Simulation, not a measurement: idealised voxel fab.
process module | voxel capacitor over wiring
cross-section cut | 210 nm wide | cells 5 nm
A cross-section is a grid of square cells, given in bands from the top down. A band is one or more rows of cells.
Each band's line starts with the height of the band's top and of its bottom, in nm. Then come its materials from left to right, each with its width in nm. One material with "throughout" fills the band from edge to edge. "air" is empty space.
Height 0 is the level under which the wafer as received is all one material. The lowest band goes on downwards, as in "0 down".
A width such as "30 to 40" changes by the same amount from each row of cells to the next, from the band's top row to its bottom row.
"no change" after a step means that no cell of the cross-section changed.
closed voids: empty space of 8 cells or more with no open way to the top, each as width x height at its distance from the left edge, in nm
after a step's settings: what the simulator itself notes on the step
overlay nm, on a step with a mask: how far to the right of its planned place the mask lay; to the left if negative
plan
1 op RECEIVE | material Si
2 op CONFORMAL_DEP | material SiO2 | thk nm 10
3 op CONFORMAL_DEP | material SiCN | thk nm 5
4 op DIRECTIONAL_DEP | material lowk | thk nm 25
5 op PATTERN | tone open | mask id METAL_1 | material resist | width nm 25 | pitch nm 90 | thk nm 20 | overlay nm 0
6 op DIRECTIONAL_ETCH | etch materials lowk | depth nm 25
7 op DIRECTIONAL_ETCH | etch materials SiCN | depth nm 5
8 op STRIP | etch materials resist
9 op CONFORMAL_DEP | material TiN | thk nm 5
10 op FILL_DEP | material Ru | thk nm 10
11 op CMP | height nm 40
12 op CONFORMAL_DEP | material SiCN | thk nm 5
13 op DIRECTIONAL_DEP | material SiO2 | thk nm 20
14 op PATTERN | tone open | mask id PLUG_1 | material resist | width nm 15 | thk nm 20 | overlay nm 0
15 op DIRECTIONAL_ETCH | etch materials SiO2 | depth nm 20
16 op DIRECTIONAL_ETCH | etch materials SiCN | depth nm 5
17 op STRIP | etch materials resist
18 op EPI | material Ru | thk nm 10
19 op EPI | material Ru | thk nm 10
20 op EPI | material Ru | thk nm 5
21 op DIRECTIONAL_DEP | material TiN | thk nm 5
22 op DIRECTIONAL_DEP | material Al2O3 | thk nm 5
23 op DIRECTIONAL_DEP | material TiN | thk nm 5
24 op DIRECTIONAL_DEP | material aC | thk nm 15
25 op PATTERN | tone cover | mask id UPPER_PLATE | material resist | width nm 70 | thk nm 35 | overlay nm 0
26 op DIRECTIONAL_ETCH | etch materials aC | depth nm 15
27 op STRIP | etch materials resist
28 op DIRECTIONAL_ETCH | etch materials TiN | depth nm 5
29 op DIRECTIONAL_ETCH | etch materials Al2O3 | depth nm 5
30 op STRIP | etch materials aC
31 op DIRECTIONAL_DEP | material aC | thk nm 10
32 op PATTERN | tone cover | mask id LOWER_PLATE | material resist | width nm 80 | thk nm 25 | overlay nm 0
33 op DIRECTIONAL_ETCH | etch materials aC | depth nm 10
34 op STRIP | etch materials resist
35 op DIRECTIONAL_ETCH | etch materials TiN | depth nm 5
36 op STRIP | etch materials aC
37 op FILL_DEP | material SiO2 | thk nm 20
38 op CMP | height nm 95
39 op PATTERN | tone open | mask id PLUG_2 | material resist | width nm 15 | thk nm 20 | overlay nm 0
40 op DIRECTIONAL_ETCH | etch materials SiO2 | depth nm 15
41 op STRIP | etch materials resist
42 op CONFORMAL_DEP | material TiN | thk nm 5
43 op FILL_DEP | material W | thk nm 10
44 op CMP | height nm 95
45 op CONFORMAL_DEP | material SiN | thk nm 5
as received, after step 1
  0 down: Si throughout
  closed voids: none
a wafer at the end: this start, this plan, one mistake
  100 to 95: SiN throughout
  95 to 85: SiO2 65 | TiN 5 | W 5 | TiN 5 | SiO2 130
  85 to 75: SiO2 65 to 55 | TiN 15 to 70 | SiO2 130 to 85
  75 to 70: SiO2 55 | Al2O3 70 | SiO2 85
  70 to 65: SiO2 50 | TiN 80 | SiO2 80
  65 to 45: SiO2 55 | Ru 15 | SiO2 140
  45 to 40: SiCN 55 | Ru 15 | SiCN 140
  40 to 15: lowk 45 | TiN 5 | Ru 20 | TiN 5 | lowk 60 | TiN 5 | Ru 20 | TiN 5 | lowk 45
  15 to 10: SiCN 45 | TiN 30 | SiCN 60 | TiN 30 | SiCN 45
  10 to 0: SiO2 throughout
  0 down: Si throughout
  closed voids: none
what went wrong: step 5 ran as: op PATTERN | tone open | mask id METAL_1 | material resist | width nm 30 | pitch nm 90 | thk nm 20 | overlay nm 0
